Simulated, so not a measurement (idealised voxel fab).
Documented hereafter: the process module known as voxel wiring stack.
We display cut, a cross-section 195 nm in width whose square cells are each 5 nm.
Cross-sections here: square-cell grids, written as top-down lists of bands, a band being one or more rows of cells.
Heights first: top, then bottom, in nm. Then materials, left to right, each with a width in nm. "throughout" on a single material: fills the band edge to edge. "empty": empty space.
The level at which height equals 0 is the one under which the wafer, as it arrives, is entirely one material. No lower edge exists for the bottom band, which continues downward and is notated as in "z 0 and below".
Think of "30->40" as a width that walks from the first number to the second as you go down the band, top row to bottom row, taking equal-sized steps from row to row.
Step note "no modification" = no cross-section cell changed.
Reported under the label "Unvented cavities" are the empty spaces having no open way to the top and comprising 8 cells or more; the notation for each is width x height at distance, in which the distance is measured from the left edge and all three values are in nm.
Note: text after step settings on the step line = simulator remark on that step.
overlay nm: where the mask lay relative to plan, measured to the right, on steps with a mask; negatives go left.
## Listed below are the process steps as planned
1 RECEIVE: material Si
2 CONFORMAL_DEP: material SiO2, thk nm 15
3 CONFORMAL_DEP: material SiCN, thk nm 5
4 DIRECTIONAL_DEP: material lowk, thk nm 20
5 MASKED_ETCH: tone open, mask id METAL_1, width nm 25, pitch nm 40, etch materials lowk, depth nm 20, overlay nm 0
6 MASKED_ETCH: tone open, mask id METAL_1, width nm 25, pitch nm 40, etch materials SiCN, depth nm 5, overlay nm 0
7 CONFORMAL_DEP: material TiN, thk nm 5
8 FILL_DEP: material Cu, thk nm 10
9 CMP: height nm 40
10 EPI: material Ru, thk nm 5
11 FILL_DEP: material SiCN, thk nm 5
12 DIRECTIONAL_DEP: material lowk, thk nm 25
13 DIRECTIONAL_DEP: material aC, thk nm 15
14 PATTERN: tone open, mask id METAL_2, material resist, width nm 25, pitch nm 40, thk nm 35, overlay nm 0
15 DIRECTIONAL_ETCH: etch materials aC, depth nm 15
16 STRIP: etch materials resist
17 DIRECTIONAL_ETCH: etch materials lowk, depth nm 15
18 STRIP: etch materials aC
19 PATTERN: tone open, mask id METAL_2_HOLES, material resist, width nm 15, pitch nm 40, thk nm 20, overlay nm 0
20 DIRECTIONAL_ETCH: etch materials lowk, depth nm 10
21 DIRECTIONAL_ETCH: etch materials SiCN, depth nm 5
22 STRIP: etch materials resist
23 CONFORMAL_DEP: material TiN, thk nm 5
24 FILL_DEP: material Cu, thk nm 10
25 CMP: height nm 75
26 CONFORMAL_DEP: material SiCN, thk nm 5
## First wafer, two in total, run as planned
## As-received state of the wafer in cross-section, equivalent to post-step 1
- z 0 and below = Si throughout
- Unvented cavities: none
## Once step 2 is through, the wafer looks like this in cross-section
- z 15 to 0 = SiO2 throughout
- Below a height of 0, the structure has not been altered.
## Once step 3 is through, the wafer looks like this in cross-section
- z 20 to 15 = SiCN throughout
- Below a height of 15, the structure has not been altered.
## Once step 4 is through, the wafer looks like this in cross-section
- z 40 to 20 = lowk throughout
- Below a height of 20, the structure has not been altered.
## Once step 5 is through, the wafer looks like this in cross-section
- z 40 to 20 = 65 lowk, 25 empty, 15 lowk, 25 empty, 65 lowk
- Below a height of 20, the structure has not been altered.
## Once step 6 is through, the wafer looks like this in cross-section
- z 40 to 20 = 65 lowk, 25 empty, 15 lowk, 25 empty, 65 lowk
- z 20 to 15 = 65 SiCN, 25 empty, 15 SiCN, 25 empty, 65 SiCN
- Below a height of 15, the structure has not been altered.
## Once step 7 is through, the wafer looks like this in cross-section
- z 45 to 40 = 70 TiN, 15 empty, 25 TiN, 15 empty, 70 TiN
- z 40 to 20 = 65 lowk, 5 TiN, 15 empty, 5 TiN, 15 lowk, 5 TiN, 15 empty, 5 TiN, 65 lowk
- z 20 to 15 = 65 SiCN, 25 TiN, 15 SiCN, 25 TiN, 65 SiCN
- Below a height of 15, the structure has not been altered.
## Once step 8 is through, the wafer looks like this in cross-section
- z 55 to 45 = Cu throughout
- z 45 to 40 = 70 TiN, 15 Cu, 25 TiN, 15 Cu, 70 TiN
- z 40 to 20 = 65 lowk, 5 TiN, 15 Cu, 5 TiN, 15 lowk, 5 TiN, 15 Cu, 5 TiN, 65 lowk
- Below a height of 20, the structure has not been altered.
## Once step 9 is through, the wafer looks like this in cross-section
- z 40 to 20 = 65 lowk, 5 TiN, 15 Cu, 5 TiN, 15 lowk, 5 TiN, 15 Cu, 5 TiN, 65 lowk
- Below a height of 20, the structure has not been altered.
## Once step 10 is through, the wafer looks like this in cross-section
- z 45 to 40 = 60 empty, 35 Ru, 5 empty, 35 Ru, 60 empty
- Below a height of 40, the structure has not been altered.
## Once step 11 is through, the wafer looks like this in cross-section
- z 50 to 45 = SiCN throughout
- z 45 to 40 = 60 SiCN, 35 Ru, 5 SiCN, 35 Ru, 60 SiCN
- Below a height of 40, the structure has not been altered.
## Once step 12 is through, the wafer looks like this in cross-section
- z 75 to 50 = lowk throughout
- Below a height of 50, the structure has not been altered.
## Once step 13 is through, the wafer looks like this in cross-section
- z 90 to 75 = aC throughout
- Below a height of 75, the structure has not been altered.
## Once step 14 is through, the wafer looks like this in cross-section
- z 125 to 90 = 65 resist, 25 empty, 15 resist, 25 empty, 65 resist
- Below a height of 90, the structure has not been altered.
## Once step 15 is through, the wafer looks like this in cross-section
- z 110 to 90 = 65 resist, 25 empty, 15 resist, 25 empty, 65 resist
- z 90 to 75 = 65 aC, 25 empty, 15 aC, 25 empty, 65 aC
- Below a height of 75, the structure has not been altered.
## Once step 16 is through, the wafer looks like this in cross-section
- z 90 to 75 = 65 aC, 25 empty, 15 aC, 25 empty, 65 aC
- Below a height of 75, the structure has not been altered.
## Once step 17 is through, the wafer looks like this in cross-section
- z 90 to 75 = 65 aC, 25 empty, 15 aC, 25 empty, 65 aC
- z 75 to 60 = 65 lowk, 25 empty, 15 lowk, 25 empty, 65 lowk
- Below a height of 60, the structure has not been altered.
## Once step 18 is through, the wafer looks like this in cross-section
- z 75 to 60 = 65 lowk, 25 empty, 15 lowk, 25 empty, 65 lowk
- Below a height of 60, the structure has not been altered.
## Once step 19 is through, the wafer looks like this in cross-section
- z 95 to 75 = 65 resist, 15 empty, 25 resist, 15 empty, 75 resist
- z 75 to 60 = 65 lowk, 15 empty, 10 resist, 15 lowk, 15 empty, 10 resist, 65 lowk
- Below a height of 60, the structure has not been altered.
## Once step 20 is through, the wafer looks like this in cross-section
- z 95 to 75 = 65 resist, 15 empty, 25 resist, 15 empty, 75 resist
- z 75 to 60 = 65 lowk, 15 empty, 10 resist, 15 lowk, 15 empty, 10 resist, 65 lowk
- z 60 to 50 = 65 lowk, 15 empty, 25 lowk, 15 empty, 75 lowk
- Below a height of 50, the structure has not been altered.
## Once step 21 is through, the wafer looks like this in cross-section
- z 95 to 75 = 65 resist, 15 empty, 25 resist, 15 empty, 75 resist
- z 75 to 60 = 65 lowk, 15 empty, 10 resist, 15 lowk, 15 empty, 10 resist, 65 lowk
- z 60 to 50 = 65 lowk, 15 empty, 25 lowk, 15 empty, 75 lowk
- z 50 to 45 = 65 SiCN, 15 empty, 25 SiCN, 15 empty, 75 SiCN
- Below a height of 45, the structure has not been altered.
## Once step 22 is through, the wafer looks like this in cross-section
- z 75 to 60 = 65 lowk, 25 empty, 15 lowk, 25 empty, 65 lowk
- Below a height of 60, the structure has not been altered.
## Once step 23 is through, the wafer looks like this in cross-section
- z 80 to 75 = 70 TiN, 15 empty, 25 TiN, 15 empty, 70 TiN
- z 75 to 65 = 65 lowk, 5 TiN, 15 empty, 5 TiN, 15 lowk, 5 TiN, 15 empty, 5 TiN, 65 lowk
- z 65 to 60 = 65 lowk, 5 TiN, 5 empty, 15 TiN, 15 lowk, 5 TiN, 5 empty, 15 TiN, 65 lowk
- z 60 to 50 = 65 lowk, 5 TiN, 5 empty, 5 TiN, 25 lowk, 5 TiN, 5 empty, 5 TiN, 75 lowk
- z 50 to 45 = 65 SiCN, 15 TiN, 25 SiCN, 15 TiN, 75 SiCN
- Below a height of 45, the structure has not been altered.
## Once step 24 is through, the wafer looks like this in cross-section
- z 90 to 80 = Cu throughout
- z 80 to 75 = 70 TiN, 15 Cu, 25 TiN, 15 Cu, 70 TiN
- z 75 to 65 = 65 lowk, 5 TiN, 15 Cu, 5 TiN, 15 lowk, 5 TiN, 15 Cu, 5 TiN, 65 lowk
- z 65 to 60 = 65 lowk, 5 TiN, 5 Cu, 15 TiN, 15 lowk, 5 TiN, 5 Cu, 15 TiN, 65 lowk
- z 60 to 50 = 65 lowk, 5 TiN, 5 Cu, 5 TiN, 25 lowk, 5 TiN, 5 Cu, 5 TiN, 75 lowk
- Below a height of 50, the structure has not been altered.
## Once step 25 is through, the wafer looks like this in cross-section
- z 75 to 65 = 65 lowk, 5 TiN, 15 Cu, 5 TiN, 15 lowk, 5 TiN, 15 Cu, 5 TiN, 65 lowk
- Below a height of 65, the structure has not been altered.
## Once step 26 is through, the wafer looks like this in cross-section
- z 80 to 75 = SiCN throughout
- Below a height of 75, the structure has not been altered.
## second wafer: like start, like plan, one mistake. Through step 4 it matches the first wafer
## Here is the second wafer in cross-section at the point where step 5 of the plan should have been done
- z 40 to 20 = 65 empty, 25 lowk, 15 empty, 25 lowk, 65 empty
- Below a height of 20, the structure has not been altered.
Here is the second wafer in cross-section at the point where step 6 of the plan should have been done: no modification
## Here is the second wafer in cross-section at the point where step 7 of the plan should have been done
- z 45 to 40 = 60 empty, 35 TiN, 5 empty, 35 TiN, 60 empty
- z 40 to 25 = 60 empty, 5 TiN, 25 lowk, 5 TiN, 5 empty, 5 TiN, 25 lowk, 5 TiN, 60 empty
- z 25 to 20 = 65 TiN, 25 lowk, 15 TiN, 25 lowk, 65 TiN
- Below a height of 20, the structure has not been altered.
## Here is the second wafer in cross-section at the point where step 8 of the plan should have been done
- z 55 to 45 = Cu throughout
- z 45 to 40 = 60 Cu, 35 TiN, 5 Cu, 35 TiN, 60 Cu
- z 40 to 25 = 60 Cu, 5 TiN, 25 lowk, 5 TiN, 5 Cu, 5 TiN, 25 lowk, 5 TiN, 60 Cu
- Below a height of 25, the structure has not been altered.
## Here is the second wafer in cross-section at the point where step 9 of the plan should have been done
- z 40 to 25 = 60 Cu, 5 TiN, 25 lowk, 5 TiN, 5 Cu, 5 TiN, 25 lowk, 5 TiN, 60 Cu
- Below a height of 25, the structure has not been altered.
## Here is the second wafer in cross-section at the point where step 10 of the plan should have been done
- z 45 to 40 = 70 Ru, 15 empty, 25 Ru, 15 empty, 70 Ru
- Below a height of 40, the structure has not been altered.
## Here is the second wafer in cross-section at the point where step 11 of the plan should have been done
- z 50 to 45 = SiCN throughout
- z 45 to 40 = 70 Ru, 15 SiCN, 25 Ru, 15 SiCN, 70 Ru
- Below a height of 40, the structure has not been altered.
## Here is the second wafer in cross-section at the point where step 12 of the plan should have been done
- z 75 to 50 = lowk throughout
- Below a height of 50, the structure has not been altered.
## Here is the second wafer in cross-section at the point where step 13 of the plan should have been done
- z 90 to 75 = aC throughout
- Below a height of 75, the structure has not been altered.
## Here is the second wafer in cross-section at the point where step 14 of the plan should have been done
- z 125 to 90 = 65 resist, 25 empty, 15 resist, 25 empty, 65 resist
- Below a height of 90, the structure has not been altered.
## Here is the second wafer in cross-section at the point where step 15 of the plan should have been done
- z 110 to 90 = 65 resist, 25 empty, 15 resist, 25 empty, 65 resist
- z 90 to 75 = 65 aC, 25 empty, 15 aC, 25 empty, 65 aC
- Below a height of 75, the structure has not been altered.
## Here is the second wafer in cross-section at the point where step 16 of the plan should have been done
- z 90 to 75 = 65 aC, 25 empty, 15 aC, 25 empty, 65 aC
- Below a height of 75, the structure has not been altered.
## Here is the second wafer in cross-section at the point where step 17 of the plan should have been done
- z 90 to 75 = 65 aC, 25 empty, 15 aC, 25 empty, 65 aC
- z 75 to 60 = 65 lowk, 25 empty, 15 lowk, 25 empty, 65 lowk
- Below a height of 60, the structure has not been altered.
## Here is the second wafer in cross-section at the point where step 18 of the plan should have been done
- z 75 to 60 = 65 lowk, 25 empty, 15 lowk, 25 empty, 65 lowk
- Below a height of 60, the structure has not been altered.
## Here is the second wafer in cross-section at the point where step 19 of the plan should have been done
- z 95 to 75 = 65 resist, 15 empty, 25 resist, 15 empty, 75 resist
- z 75 to 60 = 65 lowk, 15 empty, 10 resist, 15 lowk, 15 empty, 10 resist, 65 lowk
- Below a height of 60, the structure has not been altered.
## Here is the second wafer in cross-section at the point where step 20 of the plan should have been done
- z 95 to 75 = 65 resist, 15 empty, 25 resist, 15 empty, 75 resist
- z 75 to 60 = 65 lowk, 15 empty, 10 resist, 15 lowk, 15 empty, 10 resist, 65 lowk
- z 60 to 50 = 65 lowk, 15 empty, 25 lowk, 15 empty, 75 lowk
- Below a height of 50, the structure has not been altered.
## Here is the second wafer in cross-section at the point where step 21 of the plan should have been done
- z 95 to 75 = 65 resist, 15 empty, 25 resist, 15 empty, 75 resist
- z 75 to 60 = 65 lowk, 15 empty, 10 resist, 15 lowk, 15 empty, 10 resist, 65 lowk
- z 60 to 50 = 65 lowk, 15 empty, 25 lowk, 15 empty, 75 lowk
- z 50 to 45 = 65 SiCN, 15 empty, 25 SiCN, 15 empty, 75 SiCN
- Below a height of 45, the structure has not been altered.
## Here is the second wafer in cross-section at the point where step 22 of the plan should have been done
- z 75 to 60 = 65 lowk, 25 empty, 15 lowk, 25 empty, 65 lowk
- Below a height of 60, the structure has not been altered.
## Here is the second wafer in cross-section at the point where step 23 of the plan should have been done
- z 80 to 75 = 70 TiN, 15 empty, 25 TiN, 15 empty, 70 TiN
- z 75 to 65 = 65 lowk, 5 TiN, 15 empty, 5 TiN, 15 lowk, 5 TiN, 15 empty, 5 TiN, 65 lowk
- z 65 to 60 = 65 lowk, 5 TiN, 5 empty, 15 TiN, 15 lowk, 5 TiN, 5 empty, 15 TiN, 65 lowk
- z 60 to 50 = 65 lowk, 5 TiN, 5 empty, 5 TiN, 25 lowk, 5 TiN, 5 empty, 5 TiN, 75 lowk
- z 50 to 45 = 65 SiCN, 15 TiN, 25 SiCN, 15 TiN, 75 SiCN
- Below a height of 45, the structure has not been altered.
## Here is the second wafer in cross-section at the point where step 24 of the plan should have been done
- z 90 to 80 = Cu throughout
- z 80 to 75 = 70 TiN, 15 Cu, 25 TiN, 15 Cu, 70 TiN
- z 75 to 65 = 65 lowk, 5 TiN, 15 Cu, 5 TiN, 15 lowk, 5 TiN, 15 Cu, 5 TiN, 65 lowk
- z 65 to 60 = 65 lowk, 5 TiN, 5 Cu, 15 TiN, 15 lowk, 5 TiN, 5 Cu, 15 TiN, 65 lowk
- z 60 to 50 = 65 lowk, 5 TiN, 5 Cu, 5 TiN, 25 lowk, 5 TiN, 5 Cu, 5 TiN, 75 lowk
- Below a height of 50, the structure has not been altered.
## Here is the second wafer in cross-section at the point where step 25 of the plan should have been done
- z 75 to 65 = 65 lowk, 5 TiN, 15 Cu, 5 TiN, 15 lowk, 5 TiN, 15 Cu, 5 TiN, 65 lowk
- Below a height of 65, the structure has not been altered.
## Here is the second wafer in cross-section at the point where step 26 of the plan should have been done
- z 80 to 75 = SiCN throughout
- Below a height of 75, the structure has not been altered.
what went wrong: step 5 ran with different settings than intended, the actual operation and settings being MASKED_ETCH: tone cover, mask id METAL_1, width nm 25, pitch nm 40, etch materials lowk, depth nm 20, overlay nm 0
Final comparison by cell count, materials where the second wafer has more or fewer than the first: 51 more of Cu | 19 more of Ru | 9 fewer of SiCN | 15 more of TiN | 76 fewer of lowk
